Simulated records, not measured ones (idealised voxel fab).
Process module in this document: voxel air gaps
Displayed cross-section: cut, width of 210 nm, square cells sized 5 nm.
A cross-section is written here as square cells arranged in a grid, and it is given in bands from the top down, each band taking up one or more rows of cells.
Band: top height; bottom height; in nm. Then, left to right: material with width in nm, for each material. "everywhere": a single material spanning edge to edge. "air": empty space.
The level at which height equals 0 is the one under which the wafer, as it arrives, is entirely one material. No lower edge exists for the bottom band, which continues downward and is notated as in "from 0 down".
Graded width ("30 to 40"): value in top row of band = first number; value in bottom row = second number; row-to-row change constant.
Step marked "changes: none"? Then no cell in the cross-section changed in it.
The entry titled "Closed voids list" provides the empty spaces that have no open way to the top, restricted to those of 8 cells or more. Each is presented as width x height at distance, the distance being measured from the left edge, with all three in nm.
If you see something after the settings on a step's line, that's the simulator's own remark about that step.
overlay nm: how far to the right of its planned place the mask lay on this masked step (negative: to the left).

Listed below are the process steps as planned:
1. RECEIVE | material Si
2. CONFORMAL_DEP | material SiO2 | thk nm 10
3. CONFORMAL_DEP | material SiN | thk nm 5
4. DIRECTIONAL_DEP | material lowk | thk nm 35
5. DIRECTIONAL_DEP | material aC | thk nm 15
6. PATTERN | tone open | mask id LINES | material resist | width nm 15 | pitch nm 45 | thk nm 30 | overlay nm 0
7. DIRECTIONAL_ETCH | etch materials aC | depth nm 15
8. STRIP | etch materials resist
9. DIRECTIONAL_ETCH | etch materials lowk | depth nm 35
10. STRIP | etch materials aC
11. CONFORMAL_DEP | material TiN | thk nm 5
12. FILL_DEP | material Ru | thk nm 5
13. CMP | height nm 50
14. EPI | material Ru | thk nm 10
15. SELECTIVE_ETCH | etch materials lowk | depth nm 45
16. CONFORMAL_DEP | material SiCN | thk nm 5

as received, after step 1:
    from 0 down = Si everywhere
    Closed voids list: none

Run as planned - first of the two wafers cross-sectioned at the end of the module:
    from 65 to 60 = 15 air / 180 SiCN / 15 air
    from 60 to 50 = 15 air / 5 SiCN / 35 Ru / 10 SiCN / 35 Ru / 10 SiCN / 35 Ru / 10 SiCN / 35 Ru / 5 SiCN / 15 air
    from 50 to 45 = 15 air / 15 SiCN / 5 TiN / 5 Ru / 5 TiN / 30 SiCN / 5 TiN / 5 Ru / 5 TiN / 30 SiCN / 5 TiN / 5 Ru / 5 TiN / 30 SiCN / 5 TiN / 5 Ru / 5 TiN / 15 SiCN / 15 air
    from 45 to 20 = 25 air / 5 SiCN / 5 TiN / 5 Ru / 5 TiN / 5 SiCN / 20 air / 5 SiCN / 5 TiN / 5 Ru / 5 TiN / 5 SiCN / 20 air / 5 SiCN / 5 TiN / 5 Ru / 5 TiN / 5 SiCN / 20 air / 5 SiCN / 5 TiN / 5 Ru / 5 TiN / 5 SiCN / 25 air
    from 20 to 15 = 30 SiCN / 15 TiN / 30 SiCN / 15 TiN / 30 SiCN / 15 TiN / 30 SiCN / 15 TiN / 30 SiCN
    from 15 to 10 = SiN everywhere
    from 10 to 0 = SiO2 everywhere
    from 0 down = Si everywhere
    Closed voids list: 20 x 25 at 50; 20 x 25 at 95; 20 x 25 at 140

Here is the second of the two wafers cut open at the end of the module - same start, same plan as the first one, but we made one mistake running it:
    from 65 to 60 = SiCN everywhere
    from 60 to 50 = Ru everywhere
    from 50 to 20 = 25 Ru / 5 TiN / 15 lowk / 5 TiN / 20 Ru / 5 TiN / 15 lowk / 5 TiN / 20 Ru / 5 TiN / 15 lowk / 5 TiN / 20 Ru / 5 TiN / 15 lowk / 5 TiN / 25 Ru
    from 20 to 15 = 30 TiN / 15 lowk / 30 TiN / 15 lowk / 30 TiN / 15 lowk / 30 TiN / 15 lowk / 30 TiN
    from 15 to 10 = SiN everywhere
    from 10 to 0 = SiO2 everywhere
    from 0 down = Si everywhere
    Closed voids list: none
Which mistake was made when the wafer was run? the process deviated at step 6: the operation and settings actually run there were PATTERN | tone cover | mask id LINES | material resist | width nm 15 | pitch nm 45 | thk nm 30 | overlay nm 0
The final cell counts differ between the wafers, with the second having more or fewer of some materials than the first: Ru: 136 more | SiCN: 104 fewer | TiN: 18 more | lowk: 84 more
The final tally of closed voids stands at 3 on the first wafer and 0 on the second.
